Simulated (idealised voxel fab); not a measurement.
A process module follows: voxel plated lines.
The cross-section on display is named cut; it measures 180 nm wide, and its cells are 5 nm squares.
The cross-sections in this document take the form of a grid made of square cells. They are written out as bands, in order from top to bottom. Each band consists of one or more rows of cells. Basically the band line says how high the top is and how high the bottom is, in nm, and then what's in it from left to right, every material with its width in nm. Empty space shows up as "air", and if a single material carries "full width" it runs the full band edge to edge. Height datum 0, below which the as-received substrate wafer is one material. Lowest band open at the bottom, running downward: "0..down". Quick explanation for "30 to 40": the width changes in equal steps down the rows of cells, from the first number in the band's top row to the second number in its bottom row. Key: "remained the same" - step with no changed cell in the cross-section. Reported under the label "Listed closed voids" are the empty spaces having no open way to the top and comprising 8 cells or more; the notation for each is width x height at distance, in which the distance is measured from the left edge and all three values are in nm. Note: text after step settings on the step line = simulator remark on that step. If you see "overlay nm" on a step's line and that step has a mask, it's telling you how far right of where it was planned the mask ended up; a negative number means it went left instead.

These are the steps we planned for the process
step 1: RECEIVE, material Si
step 2: CONFORMAL_DEP, material SiO2, thk nm 15
step 3: DIRECTIONAL_DEP, material TiN, thk nm 5
step 4: PATTERN, tone open, mask id LINES, material resist, width nm 15, pitch nm 30, thk nm 20, overlay nm 0
step 5: EPI, material Ru, thk nm 5
step 6: STRIP, etch materials resist
step 7: DIRECTIONAL_ETCH, etch materials TiN, depth nm 5
step 8: CONFORMAL_DEP, material SiO2, thk nm 5

First of two wafers, with the run carried out as planned

Shown in cross-section is the wafer as received, that is, as it stands after step 1
    0..down  Si full width
    Listed closed voids: none

Cross-section: wafer state after step 2
    15..0  SiO2 full width
    Nothing below the height 0 has changed.

Cross-section: wafer state after step 3
    20..15  TiN full width
    Nothing below the height 15 has changed.

Cross-section: wafer state after step 4
    40..20  resist=65; air=15; resist=15; air=15; resist=70
    Nothing below the height 20 has changed.

Cross-section: wafer state after step 5
    40..25  resist=65; air=15; resist=15; air=15; resist=70
    25..20  resist=65; Ru=15; resist=15; Ru=15; resist=70
    Nothing below the height 20 has changed.

Cross-section: wafer state after step 6
    25..20  air=65; Ru=15; air=15; Ru=15; air=70
    Nothing below the height 20 has changed.

Cross-section: wafer state after step 7
    25..20  air=65; Ru=15; air=15; Ru=15; air=70
    20..15  air=65; TiN=15; air=15; TiN=15; air=70
    Nothing below the height 15 has changed.

Cross-section: wafer state after step 8
    30..25  air=60; SiO2=25; air=5; SiO2=25; air=65
    25..20  air=60; SiO2=5; Ru=15; SiO2=5; air=5; SiO2=5; Ru=15; SiO2=5; air=65
    20..15  SiO2=65; TiN=15; SiO2=15; TiN=15; SiO2=70
    Nothing below the height 15 has changed.

Wafer two. Identical start, identical plan. One mistake in execution. Identical history through step 3

Cross-section of the second wafer at the time by which step 4 should have been completed according to the plan
    40..20  resist=70; air=15; resist=15; air=15; resist=65
    Nothing below the height 20 has changed.

Cross-section of the second wafer at the time by which step 5 should have been completed according to the plan
    40..25  resist=70; air=15; resist=15; air=15; resist=65
    25..20  resist=70; Ru=15; resist=15; Ru=15; resist=65
    Nothing below the height 20 has changed.

Cross-section of the second wafer at the time by which step 6 should have been completed according to the plan
    25..20  air=70; Ru=15; air=15; Ru=15; air=65
    Nothing below the height 20 has changed.

Cross-section of the second wafer at the time by which step 7 should have been completed according to the plan
    25..20  air=70; Ru=15; air=15; Ru=15; air=65
    20..15  air=70; TiN=15; air=15; TiN=15; air=65
    Nothing below the height 15 has changed.

Cross-section of the second wafer at the time by which step 8 should have been completed according to the plan
    30..25  air=65; SiO2=25; air=5; SiO2=25; air=60
    25..20  air=65; SiO2=5; Ru=15; SiO2=5; air=5; SiO2=5; Ru=15; SiO2=5; air=60
    20..15  SiO2=70; TiN=15; SiO2=15; TiN=15; SiO2=65
    Nothing below the height 15 has changed.
Which mistake was made when the wafer was run? step 4 was not run as planned; what actually ran was PATTERN, tone open, mask id LINES, material resist, width nm 15, pitch nm 30, thk nm 20, overlay nm 5
End check, second vs first wafer: material counts in cells match, positions do not.
